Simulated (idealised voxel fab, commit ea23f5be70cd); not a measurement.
Process module, titled voxel self aligned vias
Cross-section cut spans 270 nm and uses square cells 5 nm in size.
Cross-section format: a grid of square cells, given as bands from top to bottom; each band is one or more rows of cells.
Each band's line starts with the height of the band's top and of its bottom, in nm. Then come its materials from left to right, each with its width in nm. One material with "all across" fills the band from edge to edge. "air" is empty space.
Below 0: as-received wafer, all one material; heights counted from there. Lowest band: no bottom, goes on down, written "0 -> down".
Note: "30 to 40" means the width goes from the first number (top row of the band) to the second number (bottom row) in equal steps per row of cells.
The cross-section has no changed cell in any step marked "remained unchanged".
Enclosed voids (no open way to top), threshold 8 cells or more, entry "Sealed cavities", notation width x height at distance, distance from left edge, nm.
That trailing text on a step's line, after the settings, is the simulator's own remark on the step.
overlay nm: for a step with a mask, the amount by which the mask lay right of where it was planned; a negative amount means left of it.
STEPS PLANNED FOR THE PROCESS
| 1 | op RECEIVE | material Si |
| 2 | op CONFORMAL_DEP | material SiO2 | thk nm 10 |
| 3 | op CONFORMAL_DEP | material SiCN | thk nm 5 |
| 4 | op DIRECTIONAL_DEP | material SiO2 | thk nm 30 |
| 5 | op PATTERN | tone open | mask id LINES | material resist | width nm 25 | pitch nm 65 | thk nm 20 | overlay nm -15 |
| 6 | op DIRECTIONAL_ETCH | etch materials SiO2 | depth nm 30 |
| 7 | op STRIP | etch materials resist |
| 8 | op CONFORMAL_DEP | material TiN | thk nm 5 |
| 9 | op FILL_DEP | material W | thk nm 10 |
| 10 | op CMP | height nm 45 |
| 11 | op SELECTIVE_ETCH | etch materials W Ru TiN | depth nm 5 |
| 12 | op FILL_DEP | material SiN | thk nm 5 |
| 13 | op CMP | height nm 45 |
| 14 | op DIRECTIONAL_DEP | material SiO2 | thk nm 20 |
| 15 | op MASKED_ETCH | tone open | mask id VIAS | width nm 35 | pitch nm 65 | etch materials SiO2 | depth nm 20 | overlay nm 0 |
| 16 | op MASKED_ETCH | tone open | mask id VIAS | width nm 35 | pitch nm 65 | etch materials SiN | depth nm 5 | overlay nm 0 |
| 17 | op CONFORMAL_DEP | material TiN | thk nm 5 |
| 18 | op FILL_DEP | material Cu | thk nm 10 |
| 19 | op CMP | height nm 65 |
| 20 | op CONFORMAL_DEP | material SiCN | thk nm 5 |
It is noted that the wafers described herein are identical at the outset and are distinguished by the overlay nm of step 5; the value stated in the plan corresponds to the first wafer.
AS-RECEIVED CROSS-SECTION, FIRST OF SEVERAL WAFERS, POST STEP 1
0 -> down: Si all across
Sealed cavities: none
TABULATED BELOW, WAFER BY WAFER, ARE THE END-OF-MODULE RESULTS: FOR EACH MATERIAL, THE NUMBER OF CELLS GAINED (+) OR LOST (-) RELATIVE TO THE AS-RECEIVED STATE, FOLLOWED BY THE CLOSED VOIDS
overlay nm -15; +48 Cu; +108 SiCN; +6 SiN; +474 SiO2; +84 TiN; +36 W; Sealed cavities: none
overlay nm -10; +51 Cu; +108 SiCN; +3 SiN; +474 SiO2; +84 TiN; +36 W; Sealed cavities: none
overlay nm -5; +54 Cu; +108 SiCN; +474 SiO2; +84 TiN; +36 W; Sealed cavities: none
overlay nm 0; +54 Cu; +108 SiCN; +474 SiO2; +84 TiN; +36 W; Sealed cavities: none
overlay nm 5; +54 Cu; +108 SiCN; +474 SiO2; +84 TiN; +36 W; Sealed cavities: none
overlay nm 10; +51 Cu; +108 SiCN; +3 SiN; +474 SiO2; +84 TiN; +36 W; Sealed cavities: none
overlay nm 15; +48 Cu; +108 SiCN; +6 SiN; +474 SiO2; +84 TiN; +36 W; Sealed cavities: none
